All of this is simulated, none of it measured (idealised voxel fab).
process module | voxel trench capacitor
cross-section cut | 225 nm wide | cells 5 nm
A cross-section is a grid of square cells, given in bands from the top down. A band is one or more rows of cells.
Each band's line starts with the height of the band's top and of its bottom, in nm. Then come its materials from left to right, each with its width in nm. One material with "throughout" fills the band from edge to edge. "air" is empty space.
Height 0 is the level under which the wafer as received is all one material. The lowest band goes on downwards, as in "0 down".
A width such as "30 to 40" changes by the same amount from each row of cells to the next, from the band's top row to its bottom row.
"no change" after a step means that no cell of the cross-section changed.
closed voids: empty space of 8 cells or more with no open way to the top, each as width x height at its distance from the left edge, in nm
after a step's settings: what the simulator itself notes on the step
overlay nm, on a step with a mask: how far to the right of its planned place the mask lay; to the left if negative
plan
1 op RECEIVE | material Si
2 op CONFORMAL_DEP | material SiN | thk nm 5
3 op MASKED_ETCH | tone open | mask id TRENCH | width nm 25 | pitch nm 50 | etch materials SiN | depth nm 5 | overlay nm 0
4 op MASKED_ETCH | tone open | mask id TRENCH | width nm 25 | pitch nm 50 | etch materials Si | depth nm 40 | overlay nm 0
5 op CONFORMAL_DEP | material HfO2 | thk nm 5
6 op CONFORMAL_DEP | material TiN | thk nm 5
7 op FILL_DEP | material W | thk nm 5
8 op CMP | height nm 5
as received, after step 1
  0 down: Si throughout
  closed voids: none
first wafer at the end, as planned
  5 to 0: SiN 25 | HfO2 5 | TiN 5 | W 5 | TiN 5 | HfO2 5 | SiN 25 | HfO2 5 | TiN 5 | W 5 | TiN 5 | HfO2 5 | SiN 25 | HfO2 5 | TiN 5 | W 5 | TiN 5 | HfO2 5 | SiN 25 | HfO2 5 | TiN 5 | W 5 | TiN 5 | HfO2 5 | SiN 25
  0 to -30: Si 25 | HfO2 5 | TiN 5 | W 5 | TiN 5 | HfO2 5 | Si 25 | HfO2 5 | TiN 5 | W 5 | TiN 5 | HfO2 5 | Si 25 | HfO2 5 | TiN 5 | W 5 | TiN 5 | HfO2 5 | Si 25 | HfO2 5 | TiN 5 | W 5 | TiN 5 | HfO2 5 | Si 25
  -30 to -35: Si 25 | HfO2 5 | TiN 15 | HfO2 5 | Si 25 | HfO2 5 | TiN 15 | HfO2 5 | Si 25 | HfO2 5 | TiN 15 | HfO2 5 | Si 25 | HfO2 5 | TiN 15 | HfO2 5 | Si 25
  -35 to -40: Si 25 | HfO2 25 | Si 25 | HfO2 25 | Si 25 | HfO2 25 | Si 25 | HfO2 25 | Si 25
  -40 down: Si throughout
  closed voids: none
second wafer at the end: like start, like plan, one mistake
  5 to 0: SiN 20 | HfO2 10 | TiN 10 | HfO2 5 | SiN 25 | HfO2 10 | TiN 10 | HfO2 5 | SiN 25 | HfO2 10 | TiN 10 | HfO2 5 | SiN 25 | HfO2 10 | TiN 10 | HfO2 5 | SiN 30
  0 to -35: Si 25 | HfO2 5 | TiN 10 | HfO2 5 | Si 30 | HfO2 5 | TiN 10 | HfO2 5 | Si 30 | HfO2 5 | TiN 10 | HfO2 5 | Si 30 | HfO2 5 | TiN 10 | HfO2 5 | Si 30
  -35 to -40: Si 25 | HfO2 20 | Si 30 | HfO2 20 | Si 30 | HfO2 20 | Si 30 | HfO2 20 | Si 30
  -40 down: Si throughout
  closed voids: none
what went wrong: step 3 ran as: op MASKED_ETCH | tone open | mask id TRENCH | width nm 25 | pitch nm 50 | etch materials SiN | depth nm 5 | overlay nm -5
at the end the second wafer has, in cells: 32 more of Si | 4 fewer of TiN | 28 fewer of W
